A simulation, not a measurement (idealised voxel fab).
You're looking at the process module voxel gate over fins.
The cross-section on display is named cut; it measures 245 nm wide, and its cells are 5 nm squares.
Just so we're on the same page, the cross-sections are grids of square cells, and they're listed out in bands top to bottom, each band one or more rows deep.
Within each band entry, the heights of the top and of the bottom of the band appear first, in that order and in nm; the materials of the band then follow from left to right, each with its corresponding width in nm. The designation "all across" on a single material indicates that it fills the band from edge to edge; the designation "blank" indicates empty space.
A quick word on heights: they are counted from 0, and under that level the wafer as it came to us is one material throughout. The lowest band is different from the rest in having no bottom; it simply continues downward, written as in "0 down".
Note: "30 to 40" means the width goes from the first number (top row of the band) to the second number (bottom row) in equal steps per row of cells.
What does "nothing changed" mean for a step? It means no cell of the cross-section changed in that step.
Reported under the label "Closed internal cavities" are the empty spaces having no open way to the top and comprising 8 cells or more; the notation for each is width x height at distance, in which the distance is measured from the left edge and all three values are in nm.
On each step's line, the part that comes after the settings is the simulator's own comment on the step.
overlay nm: where the mask lay relative to plan, measured to the right, on steps with a mask; negatives go left.
Read each pair as before and after one process step. The after cross-section shows only down to the lowest band that changed. The step between them and its settings are given below the pair. Pairs can come from different runs of this module on the same starting wafer. A pair continues from the pair above only where its "Before processing step" entry says so.

## Before processing step
  5 to 0: 35 blank, then 15 HfO2, then 40 blank, then 15 HfO2, then 40 blank, then 15 HfO2, then 40 blank, then 15 HfO2, then 30 blank
  0 to -10: 30 blank, then 10 to 5 HfO2, then 5 to 10 Si, then 5 HfO2, then 35 blank, then 10 to 5 HfO2, then 5 to 10 Si, then 5 HfO2, then 35 blank, then 10 to 5 HfO2, then 5 to 10 Si, then 5 HfO2, then 35 blank, then 10 to 5 HfO2, then 5 to 10 Si, then 5 HfO2, then 30 blank
  -10 to -15: 35 HfO2, then 10 Si, then 45 HfO2, then 10 Si, then 45 HfO2, then 10 Si, then 45 HfO2, then 10 Si, then 35 HfO2
  -15 to -20: 35 SiO2, then 10 Si, then 45 SiO2, then 10 Si, then 45 SiO2, then 10 Si, then 45 SiO2, then 10 Si, then 35 SiO2
  -20 to -25: 35 SiO2, then 10 Si, then 10 SiO2, then 15 TiN, then 20 SiO2, then 10 Si, then 45 SiO2, then 10 Si, then 45 SiO2, then 10 Si, then 35 SiO2
  -25 to -35: 35 SiO2, then 10 Si, then 45 SiO2, then 10 Si, then 45 SiO2, then 10 Si, then 45 SiO2, then 10 Si, then 35 SiO2
  -35 down: Si all across
  Closed internal cavities: none

## Cross-Section After Step
  10 to 5: 30 blank, then 25 TiN, then 30 blank, then 25 TiN, then 30 blank, then 25 TiN, then 30 blank, then 25 TiN, then 25 blank
  5 to 0: 25 blank, then 10 TiN, then 15 HfO2, then 5 TiN, then 25 blank, then 10 TiN, then 15 HfO2, then 5 TiN, then 25 blank, then 10 TiN, then 15 HfO2, then 5 TiN, then 25 blank, then 10 TiN, then 15 HfO2, then 5 TiN, then 25 blank
  0 to -5: 25 blank, then 5 TiN, then 10 HfO2, then 5 Si, then 5 HfO2, then 5 TiN, then 25 blank, then 5 TiN, then 10 HfO2, then 5 Si, then 5 HfO2, then 5 TiN, then 25 blank, then 5 TiN, then 10 HfO2, then 5 Si, then 5 HfO2, then 5 TiN, then 25 blank, then 5 TiN, then 10 HfO2, then 5 Si, then 5 HfO2, then 5 TiN, then 25 blank
  -5 to -10: 30 TiN, then 5 HfO2, then 10 Si, then 5 HfO2, then 35 TiN, then 5 HfO2, then 10 Si, then 5 HfO2, then 35 TiN, then 5 HfO2, then 10 Si, then 5 HfO2, then 35 TiN, then 5 HfO2, then 10 Si, then 5 HfO2, then 30 TiN
  Note: structure below -10 unchanged.
  Closed internal cavities: none
For reference, the processing step occurring between the two cross-sections presented above is as follows: CONFORMAL_DEP: material TiN, thk nm 5

Before processing step: see the after view in the pair directly above.

## Cross-Section After Step
  20 to 10: W all across
  10 to 5: 30 W, then 25 TiN, then 30 W, then 25 TiN, then 30 W, then 25 TiN, then 30 W, then 25 TiN, then 25 W
  5 to 0: 25 W, then 10 TiN, then 15 HfO2, then 5 TiN, then 25 W, then 10 TiN, then 15 HfO2, then 5 TiN, then 25 W, then 10 TiN, then 15 HfO2, then 5 TiN, then 25 W, then 10 TiN, then 15 HfO2, then 5 TiN, then 25 W
  0 to -5: 25 W, then 5 TiN, then 10 HfO2, then 5 Si, then 5 HfO2, then 5 TiN, then 25 W, then 5 TiN, then 10 HfO2, then 5 Si, then 5 HfO2, then 5 TiN, then 25 W, then 5 TiN, then 10 HfO2, then 5 Si, then 5 HfO2, then 5 TiN, then 25 W, then 5 TiN, then 10 HfO2, then 5 Si, then 5 HfO2, then 5 TiN, then 25 W
  Note: structure below -5 unchanged.
  Closed internal cavities: none
For reference, the processing step occurring between the two cross-sections presented above is as follows: FILL_DEP: material W, thk nm 10

Before processing step: see the after view in the pair directly above.

## Cross-Section After Step
  15 to 10: W all across
  Note: structure below 10 unchanged.
  Closed internal cavities: none
For reference, the processing step occurring between the two cross-sections presented above is as follows: CMP: height nm 15

Before processing step: see the after view in the pair directly above.

## Cross-Section After Step
  20 to 15: SiN all across
  Note: structure below 15 unchanged.
  Closed internal cavities: none
For reference, the processing step occurring between the two cross-sections presented above is as follows: CONFORMAL_DEP: material SiN, thk nm 5

## Before processing step
  15 to 10: W all across
  10 to 5: 25 W, then 25 TiN, then 30 W, then 25 TiN, then 30 W, then 25 TiN, then 30 W, then 25 TiN, then 30 W
  5 to 0: 25 W, then 5 TiN, then 15 HfO2, then 5 TiN, then 30 W, then 5 TiN, then 15 HfO2, then 5 TiN, then 30 W, then 5 TiN, then 15 HfO2, then 5 TiN, then 30 W, then 5 TiN, then 15 HfO2, then 5 TiN, then 30 W
  0 to -5: 25 W, then 5 TiN, then 5 HfO2, then 5 Si, then 5 HfO2, then 5 TiN, then 30 W, then 5 TiN, then 5 HfO2, then 5 Si, then 5 HfO2, then 5 TiN, then 30 W, then 5 TiN, then 5 HfO2, then 5 Si, then 5 HfO2, then 5 TiN, then 30 W, then 5 TiN, then 5 HfO2, then 5 Si, then 5 HfO2, then 5 TiN, then 30 W
  -5 to -10: 30 TiN, then 5 HfO2, then 5 Si, then 5 HfO2, then 40 TiN, then 5 HfO2, then 5 Si, then 5 HfO2, then 40 TiN, then 5 HfO2, then 5 Si, then 5 HfO2, then 40 TiN, then 5 HfO2, then 5 Si, then 5 HfO2, then 35 TiN
  -10 to -15: 35 HfO2, then 5 Si, then 50 HfO2, then 5 Si, then 50 HfO2, then 5 Si, then 50 HfO2, then 5 Si, then 40 HfO2
  -15 to -20: 35 SiO2, then 5 Si, then 50 SiO2, then 5 Si, then 50 SiO2, then 5 Si, then 50 SiO2, then 5 Si, then 40 SiO2
  -20 to -25: 35 SiO2, then 5 Si, then 15 SiO2, then 15 TiN, then 20 SiO2, then 5 Si, then 50 SiO2, then 5 Si, then 50 SiO2, then 5 Si, then 40 SiO2
  -25 to -35: 35 SiO2, then 5 Si, then 50 SiO2, then 5 Si, then 50 SiO2, then 5 Si, then 50 SiO2, then 5 Si, then 40 SiO2
  -35 down: Si all across
  Closed internal cavities: none

## Cross-Section After Step
  20 to 15: TiN all across
  Note: structure below 15 unchanged.
  Closed internal cavities: none
For reference, the processing step occurring between the two cross-sections presented above is as follows: CONFORMAL_DEP: material TiN, thk nm 5

## Before processing step
  5 to 0: SiN all across
  0 down: Si all across
  Closed internal cavities: none

## Cross-Section After Step
  5 to 0: 30 SiN, then 15 blank, then 40 SiN, then 15 blank, then 40 SiN, then 15 blank, then 40 SiN, then 15 blank, then 35 SiN
  Note: structure below 0 unchanged.
  Closed internal cavities: none
For reference, the processing step occurring between the two cross-sections presented above is as follows: MASKED_ETCH: tone open, mask id FINS, width nm 15, pitch nm 55, etch materials SiN, depth nm 5, overlay nm 0

Before processing step: see the after view in the pair directly above.

## Cross-Section After Step
  5 to 0: 30 SiN, then 15 blank, then 40 SiN, then 15 blank, then 40 SiN, then 15 blank, then 40 SiN, then 15 blank, then 35 SiN
  0 to -5: 25 Si, then 25 SiO2, then 30 Si, then 25 SiO2, then 30 Si, then 25 SiO2, then 30 Si, then 25 SiO2, then 30 Si
  Note: structure below -5 unchanged.
  Closed internal cavities: none
For reference, the processing step occurring between the two cross-sections presented above is as follows: OXIDIZE: depth nm 5

Before processing step: see the after view in the pair directly above.

## Cross-Section After Step
  20 to 5: SiO2 all across
  5 to 0: 30 SiN, then 15 SiO2, then 40 SiN, then 15 SiO2, then 40 SiN, then 15 SiO2, then 40 SiN, then 15 SiO2, then 35 SiN
  Note: structure below 0 unchanged.
  Closed internal cavities: none
For reference, the processing step occurring between the two cross-sections presented above is as follows: FILL_DEP: material SiO2, thk nm 15

Before processing step: see the after view in the pair directly above.

## Cross-Section After Step
  5 to 0: 30 SiN, then 15 SiO2, then 40 SiN, then 15 SiO2, then 40 SiN, then 15 SiO2, then 40 SiN, then 15 SiO2, then 35 SiN
  Note: structure below 0 unchanged.
  Closed internal cavities: none
For reference, the processing step occurring between the two cross-sections presented above is as follows: CMP: height nm 5

Before processing step: see the after view in the pair directly above.

## Cross-Section After Step
  25 to 5: 55 resist, then 15 blank, then 175 resist
  Note: structure below 5 unchanged.
  Closed internal cavities: none
For reference, the processing step occurring between the two cross-sections presented above is as follows: PATTERN: tone open, mask id RAIL, material resist, width nm 15, thk nm 20, overlay nm 0

Before processing step: see the after view in the pair directly above.

## Cross-Section After Step
  5 to 0: 30 SiN, then 15 SiO2, then 40 SiN, then 15 SiO2, then 40 SiN, then 15 SiO2, then 40 SiN, then 15 SiO2, then 35 SiN
  Note: structure below 0 unchanged.
  Closed internal cavities: none
For reference, the processing step occurring between the two cross-sections presented above is as follows: STRIP: etch materials resist

Before processing step: see the after view in the pair directly above.

## Cross-Section After Step
  10 to 5: TiN all across
  Note: structure below 5 unchanged.
  Closed internal cavities: none
For reference, the processing step occurring between the two cross-sections presented above is as follows: CONFORMAL_DEP: material TiN, thk nm 5

Before processing step: see the after view in the pair directly above.

## Cross-Section After Step
  15 to 10: W all across
  Note: structure below 10 unchanged.
  Closed internal cavities: none
For reference, the processing step occurring between the two cross-sections presented above is as follows: FILL_DEP: material W, thk nm 5

Before processing step: see the after view in the pair directly above.

## Cross-Section After Step
  5 to 0: 30 SiN, then 15 SiO2, then 40 SiN, then 15 SiO2, then 40 SiN, then 15 SiO2, then 40 SiN, then 15 SiO2, then 35 SiN
  Note: structure below 0 unchanged.
  Closed internal cavities: none
For reference, the processing step occurring between the two cross-sections presented above is as follows: CMP: height nm 5

Before processing step: see the after view in the pair directly above.

## Cross-Section After Step
  10 to 5: SiO2 all across
  Note: structure below 5 unchanged.
  Closed internal cavities: none
For reference, the processing step occurring between the two cross-sections presented above is as follows: FILL_DEP: material SiO2, thk nm 5

Before processing step: see the after view in the pair directly above.

## Cross-Section After Step
  5 to 0: 30 SiN, then 15 SiO2, then 40 SiN, then 15 SiO2, then 40 SiN, then 15 SiO2, then 40 SiN, then 15 SiO2, then 35 SiN
  Note: structure below 0 unchanged.
  Closed internal cavities: none
For reference, the processing step occurring between the two cross-sections presented above is as follows: CMP: height nm 5

Before processing step: see the after view in the pair directly above.

## Cross-Section After Step
  5 to 0: 30 SiN, then 15 blank, then 40 SiN, then 15 blank, then 40 SiN, then 15 blank, then 40 SiN, then 15 blank, then 35 SiN
  0 to -5: 25 Si, then 25 blank, then 30 Si, then 25 blank, then 30 Si, then 25 blank, then 30 Si, then 25 blank, then 30 Si
  Note: structure below -5 unchanged.
  Closed internal cavities: none
For reference, the processing step occurring between the two cross-sections presented above is as follows: SELECTIVE_ETCH: etch materials SiO2, depth nm 20

Before processing step: see the after view in the pair directly above.

## Cross-Section After Step
  0 to -5: 25 Si, then 25 blank, then 30 Si, then 25 blank, then 30 Si, then 25 blank, then 30 Si, then 25 blank, then 30 Si
  Note: structure below -5 unchanged.
  Closed internal cavities: none
For reference, the processing step occurring between the two cross-sections presented above is as follows: STRIP: etch materials SiN

Before processing step: see the after view in the pair directly above.

## Cross-Section After Step
  5 to 0: 30 HfO2, then 15 blank, then 40 HfO2, then 15 blank, then 40 HfO2, then 15 blank, then 40 HfO2, then 15 blank, then 35 HfO2
  0 to -5: 25 Si, then 25 HfO2, then 30 Si, then 25 HfO2, then 30 Si, then 25 HfO2, then 30 Si, then 25 HfO2, then 30 Si
  Note: structure below -5 unchanged.
  Closed internal cavities: none
For reference, the processing step occurring between the two cross-sections presented above is as follows: CONFORMAL_DEP: material HfO2, thk nm 5

Before processing step: see the after view in the pair directly above.

## Cross-Section After Step
  10 to 5: 35 TiN, then 5 blank, then 50 TiN, then 5 blank, then 50 TiN, then 5 blank, then 50 TiN, then 5 blank, then 40 TiN
  5 to 0: 30 HfO2, then 15 TiN, then 40 HfO2, then 15 TiN, then 40 HfO2, then 15 TiN, then 40 HfO2, then 15 TiN, then 35 HfO2
  Note: structure below 0 unchanged.
  Closed internal cavities: none
For reference, the processing step occurring between the two cross-sections presented above is as follows: CONFORMAL_DEP: material TiN, thk nm 5

Before processing step: see the after view in the pair directly above.

## Cross-Section After Step
  20 to 10: W all across
  10 to 5: 35 TiN, then 5 W, then 50 TiN, then 5 W, then 50 TiN, then 5 W, then 50 TiN, then 5 W, then 40 TiN
  Note: structure below 5 unchanged.
  Closed internal cavities: none
For reference, the processing step occurring between the two cross-sections presented above is as follows: FILL_DEP: material W, thk nm 10

Before processing step: see the after view in the pair directly above.

## Cross-Section After Step
  15 to 10: W all across
  Note: structure below 10 unchanged.
  Closed internal cavities: none
For reference, the processing step occurring between the two cross-sections presented above is as follows: CMP: height nm 15

Before processing step: see the after view in the pair directly above.

## Cross-Section After Step
  20 to 15: SiN all across
  Note: structure below 15 unchanged.
  Closed internal cavities: none
For reference, the processing step occurring between the two cross-sections presented above is as follows: CONFORMAL_DEP: material SiN, thk nm 5
